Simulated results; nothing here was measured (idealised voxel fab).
This section sets out a process module, namely voxel capacitor over wiring.
cross-section cut | 170 nm wide | cells 5 nm
Throughout this document, each cross-section is represented as a grid of square cells and is presented as a sequence of bands enumerated from the top downward, where a band comprises one or more rows of cells. Band entry format. Leading values: height of top, height of bottom, nm. Remainder: materials in left-to-right order, each with its width in nm. Special words: "all across" on a single material, which then fills the band edge to edge; "air", empty space. Basically, 0 is our baseline, since under it the wafer straight out of the box is all one material. The bottom band has no lower end and keeps on going down, so it looks like "0 and below". Per-row width for "30->40": begins at first number (top row of band), ends at second number (bottom row), increment between rows held constant. "all unchanged", as given for a step, is the statement that not any cell of the cross-section underwent a change during that step. Empty spaces without an open route to the top, at least 8 cells in extent, make up the entry "Sealed internal cavities"; each is given as width x height at distance, where the distance is measured from the left edge, and all are in nm. The remark found on a step's line after its settings is issued by the simulator itself and pertains to that step. overlay nm: step with mask; distance mask lay right of planned place; negative value = left of planned place.

**The following list gives the planned process steps**
step 1: RECEIVE: material Si
step 2: CONFORMAL_DEP: material SiO2, thk nm 10
step 3: CONFORMAL_DEP: material SiCN, thk nm 5
step 4: DIRECTIONAL_DEP: material lowk, thk nm 25
step 5: MASKED_ETCH: tone open, mask id METAL_1, width nm 30, pitch nm 100, etch materials lowk, depth nm 25, overlay nm 0
step 6: MASKED_ETCH: tone open, mask id METAL_1, width nm 30, pitch nm 100, etch materials SiCN, depth nm 5, overlay nm 0
step 7: CONFORMAL_DEP: material TiN, thk nm 5
step 8: FILL_DEP: material Ru, thk nm 5
step 9: CMP: height nm 40
step 10: CONFORMAL_DEP: material SiCN, thk nm 5
step 11: DIRECTIONAL_DEP: material SiO2, thk nm 10
step 12: DIRECTIONAL_DEP: material aC, thk nm 10
step 13: PATTERN: tone open, mask id PLUG_1, material resist, width nm 15, thk nm 30, overlay nm 0
step 14: DIRECTIONAL_ETCH: etch materials aC, depth nm 10
step 15: STRIP: etch materials resist
step 16: DIRECTIONAL_ETCH: etch materials SiO2, depth nm 10
step 17: DIRECTIONAL_ETCH: etch materials SiCN, depth nm 5
step 18: STRIP: etch materials aC
step 19: EPI: material Ru, thk nm 10
step 20: EPI: material Ru, thk nm 5
step 21: DIRECTIONAL_DEP: material TiN, thk nm 5
step 22: DIRECTIONAL_DEP: material SiN, thk nm 5
step 23: DIRECTIONAL_DEP: material TiN, thk nm 5
step 24: DIRECTIONAL_DEP: material aC, thk nm 10
step 25: PATTERN: tone cover, mask id UPPER_PLATE, material resist, width nm 75, thk nm 30, overlay nm 0
step 26: DIRECTIONAL_ETCH: etch materials aC, depth nm 10
step 27: STRIP: etch materials resist
step 28: DIRECTIONAL_ETCH: etch materials TiN, depth nm 5
step 29: DIRECTIONAL_ETCH: etch materials SiN, depth nm 5
step 30: STRIP: etch materials aC
step 31: PATTERN: tone cover, mask id LOWER_PLATE, material resist, width nm 85, thk nm 20, overlay nm 0
step 32: DIRECTIONAL_ETCH: etch materials TiN, depth nm 5
step 33: STRIP: etch materials resist
step 34: FILL_DEP: material SiO2, thk nm 20
step 35: CMP: height nm 85
step 36: PATTERN: tone open, mask id PLUG_2, material resist, width nm 15, thk nm 15, overlay nm 0
step 37: DIRECTIONAL_ETCH: etch materials SiO2, depth nm 15
step 38: STRIP: etch materials resist
step 39: CONFORMAL_DEP: material TiN, thk nm 5
step 40: FILL_DEP: material W, thk nm 10
step 41: CMP: height nm 85
step 42: CONFORMAL_DEP: material SiN, thk nm 5

**As received (post step 1): cross-section**
> 0 and below | Si all across
> Sealed internal cavities: none

**Cross-section: first of two wafers, module finished, run according to plan**
> 90 down to 85 | SiN all across
> 85 down to 75 | 45 of SiO2, then 5 of TiN, then 5 of W, then 5 of TiN, then 110 of SiO2
> 75 down to 65 | 45->35 of SiO2, then 15->75 of TiN, then 110->60 of SiO2
> 65 down to 60 | 35 of SiO2, then 75 of SiN, then 60 of SiO2
> 60 down to 55 | 30 of SiO2, then 85 of TiN, then 55 of SiO2
> 55 down to 45 | 35 of SiO2, then 15 of Ru, then 120 of SiO2
> 45 down to 40 | 35 of SiCN, then 15 of Ru, then 120 of SiCN
> 40 down to 15 | 20 of lowk, then 5 of TiN, then 20 of Ru, then 5 of TiN, then 70 of lowk, then 5 of TiN, then 20 of Ru, then 5 of TiN, then 20 of lowk
> 15 down to 10 | 20 of SiCN, then 30 of TiN, then 70 of SiCN, then 30 of TiN, then 20 of SiCN
> 10 down to 0 | SiO2 all across
> 0 and below | Si all across
> Sealed internal cavities: none

**Here's the second of our two wafers sectioned at module end. Same start as the first, same plan, but one mistake got made running it**
> 90 down to 85 | SiN all across
> 85 down to 75 | 40 of SiO2, then 5 of TiN, then 15 of W, then 5 of TiN, then 105 of SiO2
> 75 down to 65 | 40->35 of SiO2, then 25->75 of TiN, then 105->60 of SiO2
> 65 down to 60 | 35 of SiO2, then 75 of SiN, then 60 of SiO2
> 60 down to 55 | 30 of SiO2, then 85 of TiN, then 55 of SiO2
> 55 down to 45 | 35 of SiO2, then 15 of Ru, then 120 of SiO2
> 45 down to 40 | 35 of SiCN, then 15 of Ru, then 120 of SiCN
> 40 down to 15 | 20 of lowk, then 5 of TiN, then 20 of Ru, then 5 of TiN, then 70 of lowk, then 5 of TiN, then 20 of Ru, then 5 of TiN, then 20 of lowk
> 15 down to 10 | 20 of SiCN, then 30 of TiN, then 70 of SiCN, then 30 of TiN, then 20 of SiCN
> 10 down to 0 | SiO2 all across
> 0 and below | Si all across
> Sealed internal cavities: none
Plan not followed: not per plan at step 36, really ran PATTERN: tone open, mask id PLUG_2, material resist, width nm 25, thk nm 15, overlay nm 0
Looking at both finished wafers in cells, the second ends up ahead of or behind the first on some materials: SiO2 -6, TiN +2, W +4
